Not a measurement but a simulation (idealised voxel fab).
Process module heading - voxel wiring stack
205 nm wide, 5 nm square cells: that's cross-section cut.
Cross-section, as written here: a square-cell grid given band by band from the top down, where a band holds one or more rows of cells.
A band entry consists of two parts. The first gives the height of the band's top and the height of its bottom, in nm. The rest lists the band's materials from left to right, each with its width in nm. A single material labelled with the word "throughout" fills the band from edge to edge, and the word "empty" marks empty space.
Beneath 0, the wafer as received is one material, and that level is where height counting begins. The lowest band goes on downward without a bottom; it is written like "0 -> down".
A two-number width, for instance "30->40", indicates that the width is equal to the first number in the top row of the band and to the second number in the bottom row, and that it changes by a constant amount per row of cells.
"everything unchanged", as given for a step, is the statement that not any cell of the cross-section underwent a change during that step.
Empty spaces without an open route to the top, at least 8 cells in extent, make up the entry "Voids, enclosed"; each is given as width x height at distance, where the distance is measured from the left edge, and all are in nm.
Step line, after settings: the simulator's comment on this step.
You can add "overlay nm" to a step's line. For a step with a mask, it describes how far the mask lay to the right of its planned position, and a negative number describes a lay to the left.
Every pair from here on: before one process step, after it. The after cross-section reaches only to the lowest band that changed. Below the pair: the step in between and its settings. Pairs can belong to different runs of this module on the same starting wafer; a pair carries on from the pair above only if the entry headed "before" says so.
**before**
165 -> 145 = resist 30 nm, then empty 15 nm, then resist 65 nm, then empty 15 nm, then resist 80 nm
145 -> 130 = SiO2 30 nm, then empty 15 nm, then resist 5 nm, then SiO2 20 nm, then resist 20 nm, then SiO2 20 nm, then empty 15 nm, then resist 5 nm, then SiO2 20 nm, then resist 20 nm, then SiO2 35 nm
130 -> 120 = SiO2 30 nm, then empty 15 nm, then SiO2 65 nm, then empty 15 nm, then SiO2 80 nm
120 -> 115 = SiCN throughout
115 -> 85 = SiO2 throughout
85 -> 80 = SiCN throughout
80 -> 70 = lowk 30 nm, then TiN 5 nm, then Cu 10 nm, then TiN 5 nm, then lowk 20 nm, then TiN 5 nm, then Cu 10 nm, then TiN 5 nm, then lowk 20 nm, then TiN 5 nm, then Cu 10 nm, then TiN 5 nm, then lowk 20 nm, then TiN 5 nm, then Cu 10 nm, then TiN 5 nm, then lowk 35 nm
70 -> 65 = lowk 30 nm, then TiN 5 nm, then Cu 5 nm, then TiN 10 nm, then lowk 20 nm, then TiN 20 nm, then lowk 20 nm, then TiN 5 nm, then Cu 5 nm, then TiN 10 nm, then lowk 20 nm, then TiN 20 nm, then lowk 35 nm
65 -> 50 = lowk 30 nm, then TiN 5 nm, then Cu 5 nm, then TiN 5 nm, then lowk 65 nm, then TiN 5 nm, then Cu 5 nm, then TiN 5 nm, then lowk 80 nm
50 -> 45 = SiCN 30 nm, then TiN 15 nm, then SiCN 65 nm, then TiN 15 nm, then SiCN 80 nm
45 -> 20 = SiO2 25 nm, then SiCN 5 nm, then W 20 nm, then SiCN 5 nm, then SiO2 10 nm, then SiCN 5 nm, then W 20 nm, then SiCN 5 nm, then SiO2 10 nm, then SiCN 5 nm, then W 20 nm, then SiCN 5 nm, then SiO2 10 nm, then SiCN 5 nm, then W 20 nm, then SiCN 5 nm, then SiO2 30 nm
20 -> 15 = SiCN 30 nm, then TiN 20 nm, then SiCN 20 nm, then TiN 20 nm, then SiCN 20 nm, then TiN 20 nm, then SiCN 20 nm, then TiN 20 nm, then SiCN 35 nm
15 -> 0 = SiO2 throughout
0 -> down = Si throughout
Voids, enclosed: none
**Resultant Cross-Section**
165 -> 145 = resist 30 nm, then empty 15 nm, then resist 65 nm, then empty 15 nm, then resist 80 nm
145 -> 130 = SiO2 30 nm, then empty 15 nm, then resist 5 nm, then SiO2 20 nm, then resist 20 nm, then SiO2 20 nm, then empty 15 nm, then resist 5 nm, then SiO2 20 nm, then resist 20 nm, then SiO2 35 nm
130 -> 120 = SiO2 30 nm, then empty 15 nm, then SiO2 65 nm, then empty 15 nm, then SiO2 80 nm
120 -> 115 = SiCN 30 nm, then empty 15 nm, then SiCN 65 nm, then empty 15 nm, then SiCN 80 nm
Everything under 115 stays put, no change at all.
Voids, enclosed: none
Step taken after the before cross-section and before the after cross-section above: op DIRECTIONAL_ETCH | etch materials SiCN | depth nm 5
before: as shown after the step in the preceding pair, directly above.
**Resultant Cross-Section**
145 -> 130 = SiO2 30 nm, then empty 20 nm, then SiO2 20 nm, then empty 20 nm, then SiO2 20 nm, then empty 20 nm, then SiO2 20 nm, then empty 20 nm, then SiO2 35 nm
Everything under 130 stays put, no change at all.
Voids, enclosed: none
Step taken after the before cross-section and before the after cross-section above: op STRIP | etch materials resist
before: as shown after the step in the preceding pair, directly above.
**Resultant Cross-Section**
150 -> 145 = TiN 35 nm, then empty 10 nm, then TiN 30 nm, then empty 10 nm, then TiN 30 nm, then empty 10 nm, then TiN 30 nm, then empty 10 nm, then TiN 40 nm
145 -> 135 = SiO2 30 nm, then TiN 5 nm, then empty 10 nm, then TiN 5 nm, then SiO2 20 nm, then TiN 5 nm, then empty 10 nm, then TiN 5 nm, then SiO2 20 nm, then TiN 5 nm, then empty 10 nm, then TiN 5 nm, then SiO2 20 nm, then TiN 5 nm, then empty 10 nm, then TiN 5 nm, then SiO2 35 nm
135 -> 130 = SiO2 30 nm, then TiN 5 nm, then empty 5 nm, then TiN 10 nm, then SiO2 20 nm, then TiN 20 nm, then SiO2 20 nm, then TiN 5 nm, then empty 5 nm, then TiN 10 nm, then SiO2 20 nm, then TiN 20 nm, then SiO2 35 nm
130 -> 120 = SiO2 30 nm, then TiN 5 nm, then empty 5 nm, then TiN 5 nm, then SiO2 65 nm, then TiN 5 nm, then empty 5 nm, then TiN 5 nm, then SiO2 80 nm
120 -> 115 = SiCN 30 nm, then TiN 15 nm, then SiCN 65 nm, then TiN 15 nm, then SiCN 80 nm
Everything under 115 stays put, no change at all.
Voids, enclosed: none
Step taken after the before cross-section and before the after cross-section above: op CONFORMAL_DEP | material TiN | thk nm 5
before: as shown after the step in the preceding pair, directly above.
**Resultant Cross-Section**
160 -> 150 = Ru throughout
150 -> 145 = TiN 35 nm, then Ru 10 nm, then TiN 30 nm, then Ru 10 nm, then TiN 30 nm, then Ru 10 nm, then TiN 30 nm, then Ru 10 nm, then TiN 40 nm
145 -> 135 = SiO2 30 nm, then TiN 5 nm, then Ru 10 nm, then TiN 5 nm, then SiO2 20 nm, then TiN 5 nm, then Ru 10 nm, then TiN 5 nm, then SiO2 20 nm, then TiN 5 nm, then Ru 10 nm, then TiN 5 nm, then SiO2 20 nm, then TiN 5 nm, then Ru 10 nm, then TiN 5 nm, then SiO2 35 nm
135 -> 130 = SiO2 30 nm, then TiN 5 nm, then Ru 5 nm, then TiN 10 nm, then SiO2 20 nm, then TiN 20 nm, then SiO2 20 nm, then TiN 5 nm, then Ru 5 nm, then TiN 10 nm, then SiO2 20 nm, then TiN 20 nm, then SiO2 35 nm
130 -> 120 = SiO2 30 nm, then TiN 5 nm, then Ru 5 nm, then TiN 5 nm, then SiO2 65 nm, then TiN 5 nm, then Ru 5 nm, then TiN 5 nm, then SiO2 80 nm
Everything under 120 stays put, no change at all.
Voids, enclosed: none
Step taken after the before cross-section and before the after cross-section above: op FILL_DEP | material Ru | thk nm 10
before: as shown after the step in the preceding pair, directly above.
**Resultant Cross-Section**
145 -> 135 = SiO2 30 nm, then TiN 5 nm, then Ru 10 nm, then TiN 5 nm, then SiO2 20 nm, then TiN 5 nm, then Ru 10 nm, then TiN 5 nm, then SiO2 20 nm, then TiN 5 nm, then Ru 10 nm, then TiN 5 nm, then SiO2 20 nm, then TiN 5 nm, then Ru 10 nm, then TiN 5 nm, then SiO2 35 nm
Everything under 135 stays put, no change at all.
Voids, enclosed: none
Step taken after the before cross-section and before the after cross-section above: op CMP | height nm 145
before: as shown after the step in the preceding pair, directly above.
**Resultant Cross-Section**
150 -> 145 = SiN throughout
Everything under 145 stays put, no change at all.
Voids, enclosed: none
Step taken after the before cross-section and before the after cross-section above: op CONFORMAL_DEP | material SiN | thk nm 5
**before**
115 -> 105 = SiO2 30 nm, then TiN 5 nm, then Ru 10 nm, then TiN 5 nm, then SiO2 20 nm, then TiN 5 nm, then Ru 10 nm, then TiN 5 nm, then SiO2 20 nm, then TiN 5 nm, then Ru 10 nm, then TiN 5 nm, then SiO2 20 nm, then TiN 5 nm, then Ru 10 nm, then TiN 5 nm, then SiO2 35 nm
105 -> 100 = SiO2 30 nm, then TiN 5 nm, then Ru 5 nm, then TiN 10 nm, then SiO2 20 nm, then TiN 20 nm, then SiO2 20 nm, then TiN 5 nm, then Ru 5 nm, then TiN 10 nm, then SiO2 20 nm, then TiN 20 nm, then SiO2 35 nm
100 -> 85 = SiO2 30 nm, then TiN 5 nm, then Ru 5 nm, then TiN 5 nm, then SiO2 65 nm, then TiN 5 nm, then Ru 5 nm, then TiN 5 nm, then SiO2 80 nm
85 -> 80 = SiCN 30 nm, then TiN 15 nm, then SiCN 65 nm, then TiN 15 nm, then SiCN 80 nm
80 -> 70 = lowk 30 nm, then TiN 5 nm, then Cu 10 nm, then TiN 5 nm, then lowk 20 nm, then TiN 5 nm, then Cu 10 nm, then TiN 5 nm, then lowk 20 nm, then TiN 5 nm, then Cu 10 nm, then TiN 5 nm, then lowk 20 nm, then TiN 5 nm, then Cu 10 nm, then TiN 5 nm, then lowk 35 nm
70 -> 65 = lowk 30 nm, then TiN 5 nm, then Cu 5 nm, then TiN 10 nm, then lowk 20 nm, then TiN 20 nm, then lowk 20 nm, then TiN 5 nm, then Cu 5 nm, then TiN 10 nm, then lowk 20 nm, then TiN 20 nm, then lowk 35 nm
65 -> 50 = lowk 30 nm, then TiN 5 nm, then Cu 5 nm, then TiN 5 nm, then lowk 65 nm, then TiN 5 nm, then Cu 5 nm, then TiN 5 nm, then lowk 80 nm
50 -> 45 = SiCN 30 nm, then TiN 15 nm, then SiCN 65 nm, then TiN 15 nm, then SiCN 80 nm
45 -> 20 = SiO2 25 nm, then SiCN 5 nm, then W 20 nm, then SiCN 5 nm, then SiO2 10 nm, then SiCN 5 nm, then W 20 nm, then SiCN 5 nm, then SiO2 10 nm, then SiCN 5 nm, then W 20 nm, then SiCN 5 nm, then SiO2 10 nm, then SiCN 5 nm, then W 20 nm, then SiCN 5 nm, then SiO2 30 nm
20 -> 15 = SiCN 30 nm, then TiN 20 nm, then SiCN 20 nm, then TiN 20 nm, then SiCN 20 nm, then TiN 20 nm, then SiCN 20 nm, then TiN 20 nm, then SiCN 35 nm
15 -> 0 = SiO2 throughout
0 -> down = Si throughout
Voids, enclosed: none
**Resultant Cross-Section**
140 -> 115 = SiO2 throughout
Everything under 115 stays put, no change at all.
Voids, enclosed: none
Step taken after the before cross-section and before the after cross-section above: op DIRECTIONAL_DEP | material SiO2 | thk nm 25
before: as shown after the step in the preceding pair, directly above.
**Resultant Cross-Section**
145 -> 140 = SiCN throughout
Everything under 140 stays put, no change at all.
Voids, enclosed: none
Step taken after the before cross-section and before the after cross-section above: op CONFORMAL_DEP | material SiCN | thk nm 5
before: as shown after the step in the preceding pair, directly above.
**Resultant Cross-Section**
165 -> 145 = resist 30 nm, then empty 15 nm, then resist 65 nm, then empty 15 nm, then resist 80 nm
Everything under 145 stays put, no change at all.
Voids, enclosed: none
Step taken after the before cross-section and before the after cross-section above: op PATTERN | tone open | mask id METAL_4_HOLES | material resist | width nm 15 | pitch nm 80 | thk nm 20 | overlay nm 0
before: as shown after the step in the preceding pair, directly above.
**Resultant Cross-Section**
165 -> 145 = resist 30 nm, then empty 15 nm, then resist 65 nm, then empty 15 nm, then resist 80 nm
145 -> 140 = SiCN 30 nm, then empty 15 nm, then SiCN 65 nm, then empty 15 nm, then SiCN 80 nm
Everything under 140 stays put, no change at all.
Voids, enclosed: none
Step taken after the before cross-section and before the after cross-section above: op DIRECTIONAL_ETCH | etch materials SiCN | depth nm 5
before: as shown after the step in the preceding pair, directly above.
**Resultant Cross-Section**
145 -> 140 = SiCN 30 nm, then empty 15 nm, then SiCN 65 nm, then empty 15 nm, then SiCN 80 nm
Everything under 140 stays put, no change at all.
Voids, enclosed: none
Step taken after the before cross-section and before the after cross-section above: op STRIP | etch materials resist
before: as shown after the step in the preceding pair, directly above.
**Resultant Cross-Section**
150 -> 145 = TiN 35 nm, then empty 5 nm, then TiN 75 nm, then empty 5 nm, then TiN 85 nm
145 -> 140 = SiCN 30 nm, then TiN 15 nm, then SiCN 65 nm, then TiN 15 nm, then SiCN 80 nm
Everything under 140 stays put, no change at all.
Voids, enclosed: none
Step taken after the before cross-section and before the after cross-section above: op CONFORMAL_DEP | material TiN | thk nm 5
before: as shown after the step in the preceding pair, directly above.
**Resultant Cross-Section**
160 -> 150 = Ru throughout
150 -> 145 = TiN 35 nm, then Ru 5 nm, then TiN 75 nm, then Ru 5 nm, then TiN 85 nm
Everything under 145 stays put, no change at all.
Voids, enclosed: none
Step taken after the before cross-section and before the after cross-section above: op FILL_DEP | material Ru | thk nm 10
before: as shown after the step in the preceding pair, directly above.
**Resultant Cross-Section**
145 -> 140 = SiCN 30 nm, then TiN 15 nm, then SiCN 65 nm, then TiN 15 nm, then SiCN 80 nm
Everything under 140 stays put, no change at all.
Voids, enclosed: none
Step taken after the before cross-section and before the after cross-section above: op CMP | height nm 145
before: as shown after the step in the preceding pair, directly above.
**Resultant Cross-Section**
150 -> 145 = SiN throughout
Everything under 145 stays put, no change at all.
Voids, enclosed: none
Step taken after the before cross-section and before the after cross-section above: op CONFORMAL_DEP | material SiN | thk nm 5
**before**
45 -> 20 = empty 30 nm, then W 20 nm, then empty 20 nm, then W 20 nm, then empty 20 nm, then W 20 nm, then empty 20 nm, then W 20 nm, then empty 35 nm
20 -> 15 = empty 30 nm, then TiN 20 nm, then empty 20 nm, then TiN 20 nm, then empty 20 nm, then TiN 20 nm, then empty 20 nm, then TiN 20 nm, then empty 35 nm
15 -> 0 = SiO2 throughout
0 -> down = Si throughout
Voids, enclosed: none
**Resultant Cross-Section**
60 -> 45 = empty 15 nm, then SiCN 170 nm, then empty 20 nm
45 -> 30 = empty 15 nm, then SiCN 15 nm, then W 20 nm, then SiCN 20 nm, then W 20 nm, then SiCN 20 nm, then W 20 nm, then SiCN 20 nm, then W 20 nm, then SiCN 15 nm, then empty 20 nm
30 -> 20 = SiCN 30 nm, then W 20 nm, then SiCN 20 nm, then W 20 nm, then SiCN 20 nm, then W 20 nm, then SiCN 20 nm, then W 20 nm, then SiCN 35 nm
20 -> 15 = SiCN 30 nm, then TiN 20 nm, then SiCN 20 nm, then TiN 20 nm, then SiCN 20 nm, then TiN 20 nm, then SiCN 20 nm, then TiN 20 nm, then SiCN 35 nm
Everything under 15 stays put, no change at all.
Voids, enclosed: none
Step taken after the before cross-section and before the after cross-section above: op CONFORMAL_DEP | material SiCN | thk nm 15
before: as shown after the step in the preceding pair, directly above.
**Resultant Cross-Section**
65 -> 60 = SiO2 throughout
60 -> 45 = SiO2 15 nm, then SiCN 170 nm, then SiO2 20 nm
45 -> 30 = SiO2 15 nm, then SiCN 15 nm, then W 20 nm, then SiCN 20 nm, then W 20 nm, then SiCN 20 nm, then W 20 nm, then SiCN 20 nm, then W 20 nm, then SiCN 15 nm, then SiO2 20 nm
Everything under 30 stays put, no change at all.
Voids, enclosed: none
Step taken after the before cross-section and before the after cross-section above: op FILL_DEP | material SiO2 | thk nm 5
before: as shown after the step in the preceding pair, directly above.
**Resultant Cross-Section**
45 -> 30 = SiO2 15 nm, then SiCN 15 nm, then W 20 nm, then SiCN 20 nm, then W 20 nm, then SiCN 20 nm, then W 20 nm, then SiCN 20 nm, then W 20 nm, then SiCN 15 nm, then SiO2 20 nm
Everything under 30 stays put, no change at all.
Voids, enclosed: none
Step taken after the before cross-section and before the after cross-section above: op CMP | height nm 45
before: as shown after the step in the preceding pair, directly above.
**Resultant Cross-Section**
50 -> 45 = SiCN throughout
Everything under 45 stays put, no change at all.
Voids, enclosed: none
Step taken after the before cross-section and before the after cross-section above: op CONFORMAL_DEP | material SiCN | thk nm 5
before: as shown after the step in the preceding pair, directly above.
**Resultant Cross-Section**
80 -> 50 = lowk throughout
Everything under 50 stays put, no change at all.
Voids, enclosed: none
Step taken after the before cross-section and before the after cross-section above: op DIRECTIONAL_DEP | material lowk | thk nm 30
before: as shown after the step in the preceding pair, directly above.
**Resultant Cross-Section**
80 -> 50 = lowk 30 nm, then empty 15 nm, then lowk 65 nm, then empty 15 nm, then lowk 80 nm
Everything under 50 stays put, no change at all.
Voids, enclosed: none
Step taken after the before cross-section and before the after cross-section above: op MASKED_ETCH | tone open | mask id METAL_2_HOLES | width nm 15 | pitch nm 80 | etch materials lowk | depth nm 30 | overlay nm 0
before: as shown after the step in the preceding pair, directly above.
**Resultant Cross-Section**
100 -> 80 = resist 30 nm, then empty 20 nm, then resist 20 nm, then empty 20 nm, then resist 20 nm, then empty 20 nm, then resist 20 nm, then empty 20 nm, then resist 35 nm
Everything under 80 stays put, no change at all.
Voids, enclosed: none
Step taken after the before cross-section and before the after cross-section above: op PATTERN | tone open | mask id METAL_2 | material resist | width nm 20 | pitch nm 40 | thk nm 20 | overlay nm 0
before: as shown after the step in the preceding pair, directly above.
**Resultant Cross-Section**
100 -> 80 = resist 30 nm, then empty 20 nm, then resist 20 nm, then empty 20 nm, then resist 20 nm, then empty 20 nm, then resist 20 nm, then empty 20 nm, then resist 35 nm
80 -> 65 = lowk 30 nm, then empty 20 nm, then lowk 20 nm, then empty 20 nm, then lowk 20 nm, then empty 20 nm, then lowk 20 nm, then empty 20 nm, then lowk 35 nm
Everything under 65 stays put, no change at all.
Voids, enclosed: none
Step taken after the before cross-section and before the after cross-section above: op DIRECTIONAL_ETCH | etch materials lowk | depth nm 15
before: as shown after the step in the preceding pair, directly above.
**Resultant Cross-Section**
100 -> 80 = resist 30 nm, then empty 20 nm, then resist 20 nm, then empty 20 nm, then resist 20 nm, then empty 20 nm, then resist 20 nm, then empty 20 nm, then resist 35 nm
80 -> 65 = lowk 30 nm, then empty 20 nm, then lowk 20 nm, then empty 20 nm, then lowk 20 nm, then empty 20 nm, then lowk 20 nm, then empty 20 nm, then lowk 35 nm
65 -> 50 = lowk 30 nm, then empty 15 nm, then lowk 65 nm, then empty 15 nm, then lowk 80 nm
50 -> 45 = SiCN 30 nm, then empty 15 nm, then SiCN 65 nm, then empty 15 nm, then SiCN 80 nm
Everything under 45 stays put, no change at all.
Voids, enclosed: none
Step taken after the before cross-section and before the after cross-section above: op DIRECTIONAL_ETCH | etch materials SiCN | depth nm 5
before: as shown after the step in the preceding pair, directly above.
**Resultant Cross-Section**
80 -> 65 = lowk 30 nm, then empty 20 nm, then lowk 20 nm, then empty 20 nm, then lowk 20 nm, then empty 20 nm, then lowk 20 nm, then empty 20 nm, then lowk 35 nm
Everything under 65 stays put, no change at all.
Voids, enclosed: none
Step taken after the before cross-section and before the after cross-section above: op STRIP | etch materials resist
before: as shown after the step in the preceding pair, directly above.
**Resultant Cross-Section**
85 -> 80 = TiN 35 nm, then empty 10 nm, then TiN 30 nm, then empty 10 nm, then TiN 30 nm, then empty 10 nm, then TiN 30 nm, then empty 10 nm, then TiN 40 nm
80 -> 70 = lowk 30 nm, then TiN 5 nm, then empty 10 nm, then TiN 5 nm, then lowk 20 nm, then TiN 5 nm, then empty 10 nm, then TiN 5 nm, then lowk 20 nm, then TiN 5 nm, then empty 10 nm, then TiN 5 nm, then lowk 20 nm, then TiN 5 nm, then empty 10 nm, then TiN 5 nm, then lowk 35 nm
70 -> 65 = lowk 30 nm, then TiN 5 nm, then empty 5 nm, then TiN 10 nm, then lowk 20 nm, then TiN 20 nm, then lowk 20 nm, then TiN 5 nm, then empty 5 nm, then TiN 10 nm, then lowk 20 nm, then TiN 20 nm, then lowk 35 nm
65 -> 50 = lowk 30 nm, then TiN 5 nm, then empty 5 nm, then TiN 5 nm, then lowk 65 nm, then TiN 5 nm, then empty 5 nm, then TiN 5 nm, then lowk 80 nm
50 -> 45 = SiCN 30 nm, then TiN 15 nm, then SiCN 65 nm, then TiN 15 nm, then SiCN 80 nm
Everything under 45 stays put, no change at all.
Voids, enclosed: none
Step taken after the before cross-section and before the after cross-section above: op CONFORMAL_DEP | material TiN | thk nm 5
before: as shown after the step in the preceding pair, directly above.
**Resultant Cross-Section**
90 -> 85 = Cu throughout
85 -> 80 = TiN 35 nm, then Cu 10 nm, then TiN 30 nm, then Cu 10 nm, then TiN 30 nm, then Cu 10 nm, then TiN 30 nm, then Cu 10 nm, then TiN 40 nm
80 -> 70 = lowk 30 nm, then TiN 5 nm, then Cu 10 nm, then TiN 5 nm, then lowk 20 nm, then TiN 5 nm, then Cu 10 nm, then TiN 5 nm, then lowk 20 nm, then TiN 5 nm, then Cu 10 nm, then TiN 5 nm, then lowk 20 nm, then TiN 5 nm, then Cu 10 nm, then TiN 5 nm, then lowk 35 nm
70 -> 65 = lowk 30 nm, then TiN 5 nm, then Cu 5 nm, then TiN 10 nm, then lowk 20 nm, then TiN 20 nm, then lowk 20 nm, then TiN 5 nm, then Cu 5 nm, then TiN 10 nm, then lowk 20 nm, then TiN 20 nm, then lowk 35 nm
65 -> 50 = lowk 30 nm, then TiN 5 nm, then Cu 5 nm, then TiN 5 nm, then lowk 65 nm, then TiN 5 nm, then Cu 5 nm, then TiN 5 nm, then lowk 80 nm
Everything under 50 stays put, no change at all.
Voids, enclosed: none
Step taken after the before cross-section and before the after cross-section above: op FILL_DEP | material Cu | thk nm 5
before: as shown after the step in the preceding pair, directly above.
**Resultant Cross-Section**
80 -> 70 = lowk 30 nm, then TiN 5 nm, then Cu 10 nm, then TiN 5 nm, then lowk 20 nm, then TiN 5 nm, then Cu 10 nm, then TiN 5 nm, then lowk 20 nm, then TiN 5 nm, then Cu 10 nm, then TiN 5 nm, then lowk 20 nm, then TiN 5 nm, then Cu 10 nm, then TiN 5 nm, then lowk 35 nm
Everything under 70 stays put, no change at all.
Voids, enclosed: none
Step taken after the before cross-section and before the after cross-section above: op CMP | height nm 80
before: as shown after the step in the preceding pair, directly above.
**Resultant Cross-Section**
85 -> 80 = SiCN throughout
Everything under 80 stays put, no change at all.
Voids, enclosed: none
Step taken after the before cross-section and before the after cross-section above: op CONFORMAL_DEP | material SiCN | thk nm 5
before: as shown after the step in the preceding pair, directly above.
**Resultant Cross-Section**
115 -> 85 = SiO2 throughout
Everything under 85 stays put, no change at all.
Voids, enclosed: none
Step taken after the before cross-section and before the after cross-section above: op DIRECTIONAL_DEP | material SiO2 | thk nm 30
before: as shown after the step in the preceding pair, directly above.
**Resultant Cross-Section**
115 -> 100 = SiO2 30 nm, then empty 20 nm, then SiO2 20 nm, then empty 20 nm, then SiO2 20 nm, then empty 20 nm, then SiO2 20 nm, then empty 20 nm, then SiO2 35 nm
Everything under 100 stays put, no change at all.
Voids, enclosed: none
Step taken after the before cross-section and before the after cross-section above: op MASKED_ETCH | tone open | mask id METAL_3 | width nm 20 | pitch nm 40 | etch materials SiO2 | depth nm 15 | overlay nm 0
before: as shown after the step in the preceding pair, directly above.
**Resultant Cross-Section**
115 -> 100 = SiO2 30 nm, then empty 20 nm, then SiO2 20 nm, then empty 20 nm, then SiO2 20 nm, then empty 20 nm, then SiO2 20 nm, then empty 20 nm, then SiO2 35 nm
100 -> 85 = SiO2 30 nm, then empty 15 nm, then SiO2 65 nm, then empty 15 nm, then SiO2 80 nm
Everything under 85 stays put, no change at all.
Voids, enclosed: none
Step taken after the before cross-section and before the after cross-section above: op MASKED_ETCH | tone open | mask id METAL_3_HOLES | width nm 15 | pitch nm 80 | etch materials SiO2 | depth nm 15 | overlay nm 0
before: as shown after the step in the preceding pair, directly above.
**Resultant Cross-Section**
115 -> 100 = SiO2 30 nm, then empty 20 nm, then SiO2 20 nm, then empty 20 nm, then SiO2 20 nm, then empty 20 nm, then SiO2 20 nm, then empty 20 nm, then SiO2 35 nm
100 -> 85 = SiO2 30 nm, then empty 15 nm, then SiO2 65 nm, then empty 15 nm, then SiO2 80 nm
85 -> 80 = SiCN 30 nm, then empty 15 nm, then SiCN 65 nm, then empty 15 nm, then SiCN 80 nm
Everything under 80 stays put, no change at all.
Voids, enclosed: none
Step taken after the before cross-section and before the after cross-section above: op MASKED_ETCH | tone open | mask id METAL_3_HOLES | width nm 15 | pitch nm 80 | etch materials SiCN | depth nm 5 | overlay nm 0
before: as shown after the step in the preceding pair, directly above.
**Resultant Cross-Section**
120 -> 115 = TiN 35 nm, then empty 10 nm, then TiN 30 nm, then empty 10 nm, then TiN 30 nm, then empty 10 nm, then TiN 30 nm, then empty 10 nm, then TiN 40 nm
115 -> 105 = SiO2 30 nm, then TiN 5 nm, then empty 10 nm, then TiN 5 nm, then SiO2 20 nm, then TiN 5 nm, then empty 10 nm, then TiN 5 nm, then SiO2 20 nm, then TiN 5 nm, then empty 10 nm, then TiN 5 nm, then SiO2 20 nm, then TiN 5 nm, then empty 10 nm, then TiN 5 nm, then SiO2 35 nm
105 -> 100 = SiO2 30 nm, then TiN 5 nm, then empty 5 nm, then TiN 10 nm, then SiO2 20 nm, then TiN 20 nm, then SiO2 20 nm, then TiN 5 nm, then empty 5 nm, then TiN 10 nm, then SiO2 20 nm, then TiN 20 nm, then SiO2 35 nm
100 -> 85 = SiO2 30 nm, then TiN 5 nm, then empty 5 nm, then TiN 5 nm, then SiO2 65 nm, then TiN 5 nm, then empty 5 nm, then TiN 5 nm, then SiO2 80 nm
85 -> 80 = SiCN 30 nm, then TiN 15 nm, then SiCN 65 nm, then TiN 15 nm, then SiCN 80 nm
Everything under 80 stays put, no change at all.
Voids, enclosed: none
Step taken after the before cross-section and before the after cross-section above: op CONFORMAL_DEP | material TiN | thk nm 5
before: as shown after the step in the preceding pair, directly above.
**Resultant Cross-Section**
125 -> 120 = Ru throughout
120 -> 115 = TiN 35 nm, then Ru 10 nm, then TiN 30 nm, then Ru 10 nm, then TiN 30 nm, then Ru 10 nm, then TiN 30 nm, then Ru 10 nm, then TiN 40 nm
115 -> 105 = SiO2 30 nm, then TiN 5 nm, then Ru 10 nm, then TiN 5 nm, then SiO2 20 nm, then TiN 5 nm, then Ru 10 nm, then TiN 5 nm, then SiO2 20 nm, then TiN 5 nm, then Ru 10 nm, then TiN 5 nm, then SiO2 20 nm, then TiN 5 nm, then Ru 10 nm, then TiN 5 nm, then SiO2 35 nm
105 -> 100 = SiO2 30 nm, then TiN 5 nm, then Ru 5 nm, then TiN 10 nm, then SiO2 20 nm, then TiN 20 nm, then SiO2 20 nm, then TiN 5 nm, then Ru 5 nm, then TiN 10 nm, then SiO2 20 nm, then TiN 20 nm, then SiO2 35 nm
100 -> 85 = SiO2 30 nm, then TiN 5 nm, then Ru 5 nm, then TiN 5 nm, then SiO2 65 nm, then TiN 5 nm, then Ru 5 nm, then TiN 5 nm, then SiO2 80 nm
Everything under 85 stays put, no change at all.
Voids, enclosed: none
Step taken after the before cross-section and before the after cross-section above: op FILL_DEP | material Ru | thk nm 5
before: as shown after the step in the preceding pair, directly above.
**Resultant Cross-Section**
115 -> 105 = SiO2 30 nm, then TiN 5 nm, then Ru 10 nm, then TiN 5 nm, then SiO2 20 nm, then TiN 5 nm, then Ru 10 nm, then TiN 5 nm, then SiO2 20 nm, then TiN 5 nm, then Ru 10 nm, then TiN 5 nm, then SiO2 20 nm, then TiN 5 nm, then Ru 10 nm, then TiN 5 nm, then SiO2 35 nm
Everything under 105 stays put, no change at all.
Voids, enclosed: none
Step taken after the before cross-section and before the after cross-section above: op CMP | height nm 115
before: as shown after the step in the preceding pair, directly above.
**Resultant Cross-Section**
120 -> 115 = SiCN throughout
Everything under 115 stays put, no change at all.
Voids, enclosed: none
Step taken after the before cross-section and before the after cross-section above: op CONFORMAL_DEP | material SiCN | thk nm 5
before: as shown after the step in the preceding pair, directly above.
**Resultant Cross-Section**
145 -> 120 = SiO2 throughout
Everything under 120 stays put, no change at all.
Voids, enclosed: none
Step taken after the before cross-section and before the after cross-section above: op DIRECTIONAL_DEP | material SiO2 | thk nm 25
before: as shown after the step in the preceding pair, directly above.
**Resultant Cross-Section**
145 -> 130 = SiO2 30 nm, then empty 20 nm, then SiO2 20 nm, then empty 20 nm, then SiO2 20 nm, then empty 20 nm, then SiO2 20 nm, then empty 20 nm, then SiO2 35 nm
Everything under 130 stays put, no change at all.
Voids, enclosed: none
Step taken after the before cross-section and before the after cross-section above: op MASKED_ETCH | tone open | mask id METAL_4 | width nm 20 | pitch nm 40 | etch materials SiO2 | depth nm 15 | overlay nm 0
before: as shown after the step in the preceding pair, directly above.
**Resultant Cross-Section**
165 -> 145 = resist 30 nm, then empty 15 nm, then resist 65 nm, then empty 15 nm, then resist 80 nm
145 -> 130 = SiO2 30 nm, then empty 15 nm, then resist 5 nm, then SiO2 20 nm, then resist 20 nm, then SiO2 20 nm, then empty 15 nm, then resist 5 nm, then SiO2 20 nm, then resist 20 nm, then SiO2 35 nm
Everything under 130 stays put, no change at all.
Voids, enclosed: none
Step taken after the before cross-section and before the after cross-section above: op PATTERN | tone open | mask id METAL_4_HOLES | material resist | width nm 15 | pitch nm 80 | thk nm 20 | overlay nm 0
before: as shown after the step in the preceding pair, directly above.
**Resultant Cross-Section**
165 -> 145 = resist 30 nm, then empty 15 nm, then resist 65 nm, then empty 15 nm, then resist 80 nm
145 -> 130 = SiO2 30 nm, then empty 15 nm, then resist 5 nm, then SiO2 20 nm, then resist 20 nm, then SiO2 20 nm, then empty 15 nm, then resist 5 nm, then SiO2 20 nm, then resist 20 nm, then SiO2 35 nm
130 -> 120 = SiO2 30 nm, then empty 15 nm, then SiO2 65 nm, then empty 15 nm, then SiO2 80 nm
Everything under 120 stays put, no change at all.
Voids, enclosed: none
Step taken after the before cross-section and before the after cross-section above: op DIRECTIONAL_ETCH | etch materials SiO2 | depth nm 10
